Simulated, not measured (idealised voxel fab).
process module | voxel spacer lines
cross-section cut | 200 nm wide | cells 5 nm
A cross-section is a grid of square cells, given in bands from the top down. A band is one or more rows of cells.
Each band's line starts with the height of the band's top and of its bottom, in nm. Then come its materials from left to right, each with its width in nm. One material with "throughout" fills the band from edge to edge. "air" is empty space.
Height 0 is the level under which the wafer as received is all one material. The lowest band goes on downwards, as in "0 down".
A width such as "30 to 40" changes by the same amount from each row of cells to the next, from the band's top row to its bottom row.
"no change" after a step means that no cell of the cross-section changed.
closed voids: empty space of 8 cells or more with no open way to the top, each as width x height at its distance from the left edge, in nm
after a step's settings: what the simulator itself notes on the step
overlay nm, on a step with a mask: how far to the right of its planned place the mask lay; to the left if negative
plan
1 op RECEIVE | material Si
2 op CONFORMAL_DEP | material Al2O3 | thk nm 5
3 op DIRECTIONAL_DEP | material W | thk nm 15
4 op DIRECTIONAL_DEP | material polySi | thk nm 25
5 op PATTERN | tone cover | mask id MANDREL | material resist | width nm 20 | pitch nm 70 | thk nm 35 | overlay nm 0
6 op DIRECTIONAL_ETCH | etch materials polySi | depth nm 25
7 op STRIP | etch materials resist
8 op CONFORMAL_DEP | material SiN | thk nm 15
9 op DIRECTIONAL_ETCH | etch materials SiN | depth nm 15
10 op STRIP | etch materials polySi
11 op DIRECTIONAL_ETCH | etch materials W | depth nm 15
12 op STRIP | etch materials SiN
13 op FILL_DEP | material lowk | thk nm 5
14 op CMP | height nm 20
as received, after step 1
  0 down: Si throughout
  closed voids: none
first wafer at the end, as planned
  20 to 5: lowk 40 | W 15 | lowk 20 | W 15 | lowk 20 | W 15 | lowk 20 | W 15 | lowk 40
  5 to 0: Al2O3 throughout
  0 down: Si throughout
  closed voids: none
second wafer at the end: like start, like plan, one mistake
  20 to 15: Al2O3 throughout
  15 to 0: W throughout
  0 down: Si throughout
  closed voids: none
what went wrong: steps 2 and 3 were swapped
at the end the second wafer has, in cells: 84 more of W | 84 fewer of lowk
